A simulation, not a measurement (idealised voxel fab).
Documented hereafter: the process module known as voxel double patterning.
Section shown: cut. Width: 210 nm. Cell size: 5 nm, square.
Cross-section, as written here: a square-cell grid given band by band from the top down, where a band holds one or more rows of cells. Heights first: top, then bottom, in nm. Then materials, left to right, each with a width in nm. "everywhere" on a single material: fills the band edge to edge. "air": empty space. Convention: height 0 is the level below which the wafer, as received, is all one material. The lowest band does not terminate at the bottom but continues downward, represented as "0..down". You'd read "30..40" like this: the band's top row of cells is as wide as the first number, its bottom row is as wide as the second, and going down, every row changes width by the same amount as the row before did. No cell of the cross-section changed in a step that is given as "all unchanged". "Closed void register" specifies each empty space that is not open to the top and that occupies no fewer than 8 cells, using the form width x height at distance, the distance measured from the left edge and all three quantities in nm. What comes after the settings on a step's line is commentary from the simulator itself on that step. overlay nm: for a step with a mask, the amount by which the mask lay right of where it was planned; a negative amount means left of it.
### Planned process steps
1: RECEIVE (material Si)
2: CONFORMAL_DEP (material SiO2; thk nm 5)
3: DIRECTIONAL_DEP (material W; thk nm 20)
4: DIRECTIONAL_DEP (material SiN; thk nm 10)
5: DIRECTIONAL_DEP (material aC; thk nm 10)
6: PATTERN (tone open; mask id FIRST; material resist; width nm 15; pitch nm 50; thk nm 30; overlay nm 0)
7: DIRECTIONAL_ETCH (etch materials aC; depth nm 10)
8: STRIP (etch materials resist)
9: DIRECTIONAL_ETCH (etch materials SiN; depth nm 10)
10: STRIP (etch materials aC)
11: DIRECTIONAL_DEP (material aC; thk nm 15)
12: PATTERN (tone open; mask id SECOND; material resist; width nm 15; thk nm 35; overlay nm 0)
13: DIRECTIONAL_ETCH (etch materials aC; depth nm 15)
14: STRIP (etch materials resist)
15: DIRECTIONAL_ETCH (etch materials SiN; depth nm 10)
16: STRIP (etch materials aC)
17: DIRECTIONAL_ETCH (etch materials W; depth nm 20)
18: STRIP (etch materials SiN)
### Cross-section of the wafer upon arrival, representing the state reached after step 1
- 0..down = Si everywhere
- Closed void register: none
### End-of-module cross-section. Starting structure and process plan as above; one mistake made in running it
- 25..5 = 70 of W / 20 of air / 5 of W / 15 of air / 10 of W / 20 of air / 70 of W
- 5..0 = SiO2 everywhere
- 0..down = Si everywhere
- Closed void register: none
In executing the process, a mistake was made relative to the plan: step 6 went in with a setting other than planned; the actual run was PATTERN (tone open; mask id FIRST; material resist; width nm 20; pitch nm 50; thk nm 30; overlay nm 0)
